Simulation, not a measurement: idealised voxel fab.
The process module that follows is named voxel ribs on slabs.
Cross-sectional view cut (width: 290 nm; square cell size: 5 nm).
A cross-section is written here as square cells arranged in a grid, and it is given in bands from the top down, each band taking up one or more rows of cells.
Per band: top height and bottom height in nm, followed by the left-to-right materials and their widths in nm; "full width" marks a single material spanning edge to edge, "air" marks empty space.
We count height from 0. Below that, the starting wafer is all one material. The lowest band never ends at the bottom but goes on down; see "0 nm and below" for how that is written.
The notation "30..40" denotes a width that varies across the rows of cells in the band, beginning at the first number in the top row, finishing at the second number in the bottom row, and changing by an identical amount from each row to the next.
Take "same as before" at face value: in the step it is given for, the cross-section changed in none of its cells.
Listed in "Non-vented voids": every empty space of 8 or more cells without an open way to the top. Form: width x height at distance, the distance being from the left edge, all in nm.
Whatever follows a step's settings on its line is a remark the simulator itself makes about that step.
What "overlay nm" on a step's line means: if the step has a mask, that mask lay this far to the right of its planned place, or, when the value is negative, to the left.
Planned step list for the process:
step 1: RECEIVE (material Si)
step 2: DIRECTIONAL_DEP (material SiO2; thk nm 20)
step 3: DIRECTIONAL_DEP (material polySi; thk nm 15)
step 4: MASKED_ETCH (tone cover; mask id RIB; width nm 20; etch materials polySi; depth nm 10; overlay nm 0)
step 5: MASKED_ETCH (tone cover; mask id SLAB; width nm 60; etch materials polySi; depth nm 5; overlay nm 0)
step 6: FILL_DEP (material SiO2; thk nm 25)
step 7: CMP (height nm 55)
step 8: DIRECTIONAL_DEP (material TiN; thk nm 10)
step 9: DIRECTIONAL_DEP (material aC; thk nm 15)
step 10: PATTERN (tone cover; mask id HEATER; material resist; width nm 30; thk nm 30; overlay nm 0)
step 11: DIRECTIONAL_ETCH (etch materials aC; depth nm 15)
step 12: STRIP (etch materials resist)
step 13: DIRECTIONAL_ETCH (etch materials TiN; depth nm 10)
step 14: STRIP (etch materials aC)
step 15: CONFORMAL_DEP (material SiO2; thk nm 5)
The first of the two wafers, which ran as planned:
Cross-section, incoming material, after step 1:
    0 nm and below = Si full width
    Non-vented voids: none
After step 2: wafer cross-section:
    20 nm to 0 nm = SiO2 full width
    Nothing below the height 0 has changed.
After step 3: wafer cross-section:
    35 nm to 20 nm = polySi full width
    Nothing below the height 20 has changed.
After step 4: wafer cross-section:
    35 nm to 25 nm = 135 of air  20 of polySi  135 of air
    Nothing below the height 25 has changed.
After step 5: wafer cross-section:
    35 nm to 25 nm = 135 of air  20 of polySi  135 of air
    25 nm to 20 nm = 115 of air  60 of polySi  115 of air
    Nothing below the height 20 has changed.
After step 6: wafer cross-section:
    60 nm to 35 nm = SiO2 full width
    35 nm to 25 nm = 135 of SiO2  20 of polySi  135 of SiO2
    25 nm to 20 nm = 115 of SiO2  60 of polySi  115 of SiO2
    Nothing below the height 20 has changed.
After step 7: wafer cross-section:
    55 nm to 35 nm = SiO2 full width
    Nothing below the height 35 has changed.
After step 8: wafer cross-section:
    65 nm to 55 nm = TiN full width
    Nothing below the height 55 has changed.
After step 9: wafer cross-section:
    80 nm to 65 nm = aC full width
    Nothing below the height 65 has changed.
After step 10: wafer cross-section:
    110 nm to 80 nm = 130 of air  30 of resist  130 of air
    Nothing below the height 80 has changed.
After step 11: wafer cross-section:
    95 nm to 80 nm = 130 of air  30 of resist  130 of air
    80 nm to 65 nm = 130 of air  30 of aC  130 of air
    Nothing below the height 65 has changed.
After step 12: wafer cross-section:
    80 nm to 65 nm = 130 of air  30 of aC  130 of air
    Nothing below the height 65 has changed.
After step 13: wafer cross-section:
    80 nm to 65 nm = 130 of air  30 of aC  130 of air
    65 nm to 55 nm = 130 of air  30 of TiN  130 of air
    Nothing below the height 55 has changed.
After step 14: wafer cross-section:
    65 nm to 55 nm = 130 of air  30 of TiN  130 of air
    Nothing below the height 55 has changed.
After step 15: wafer cross-section:
    70 nm to 65 nm = 125 of air  40 of SiO2  125 of air
    65 nm to 60 nm = 125 of air  5 of SiO2  30 of TiN  5 of SiO2  125 of air
    60 nm to 55 nm = 130 of SiO2  30 of TiN  130 of SiO2
    Nothing below the height 55 has changed.
Okay, second wafer. Nothing different at the start, nothing different in the plan, just one mistake somewhere in the running. As far as step 1, counting that step, it's the first wafer all over again:
Look at the second wafer in cross-section at the time step 2 ought to have finished:
    15 nm to 0 nm = polySi full width
    Nothing below the height 0 has changed.
Look at the second wafer in cross-section at the time step 3 ought to have finished:
    35 nm to 15 nm = SiO2 full width
    Nothing below the height 15 has changed.
Look at the second wafer in cross-section at the time step 4 ought to have finished: same as before
Look at the second wafer in cross-section at the time step 5 ought to have finished: same as before
Look at the second wafer in cross-section at the time step 6 ought to have finished:
    60 nm to 15 nm = SiO2 full width
    Nothing below the height 15 has changed.
Look at the second wafer in cross-section at the time step 7 ought to have finished:
    55 nm to 15 nm = SiO2 full width
    Nothing below the height 15 has changed.
Look at the second wafer in cross-section at the time step 8 ought to have finished:
    65 nm to 55 nm = TiN full width
    Nothing below the height 55 has changed.
Look at the second wafer in cross-section at the time step 9 ought to have finished:
    80 nm to 65 nm = aC full width
    Nothing below the height 65 has changed.
Look at the second wafer in cross-section at the time step 10 ought to have finished:
    110 nm to 80 nm = 130 of air  30 of resist  130 of air
    Nothing below the height 80 has changed.
Look at the second wafer in cross-section at the time step 11 ought to have finished:
    95 nm to 80 nm = 130 of air  30 of resist  130 of air
    80 nm to 65 nm = 130 of air  30 of aC  130 of air
    Nothing below the height 65 has changed.
Look at the second wafer in cross-section at the time step 12 ought to have finished:
    80 nm to 65 nm = 130 of air  30 of aC  130 of air
    Nothing below the height 65 has changed.
Look at the second wafer in cross-section at the time step 13 ought to have finished:
    80 nm to 65 nm = 130 of air  30 of aC  130 of air
    65 nm to 55 nm = 130 of air  30 of TiN  130 of air
    Nothing below the height 55 has changed.
Look at the second wafer in cross-section at the time step 14 ought to have finished:
    65 nm to 55 nm = 130 of air  30 of TiN  130 of air
    Nothing below the height 55 has changed.
Look at the second wafer in cross-section at the time step 15 ought to have finished:
    70 nm to 65 nm = 125 of air  40 of SiO2  125 of air
    65 nm to 60 nm = 125 of air  5 of SiO2  30 of TiN  5 of SiO2  125 of air
    60 nm to 55 nm = 130 of SiO2  30 of TiN  130 of SiO2
    Nothing below the height 55 has changed.
Misprocessing identified: plan vs actual: 2 and 3 interchanged
Final wafer comparison in cells, second versus first, more or fewer per material: SiO2: 154 fewer, polySi: 154 more
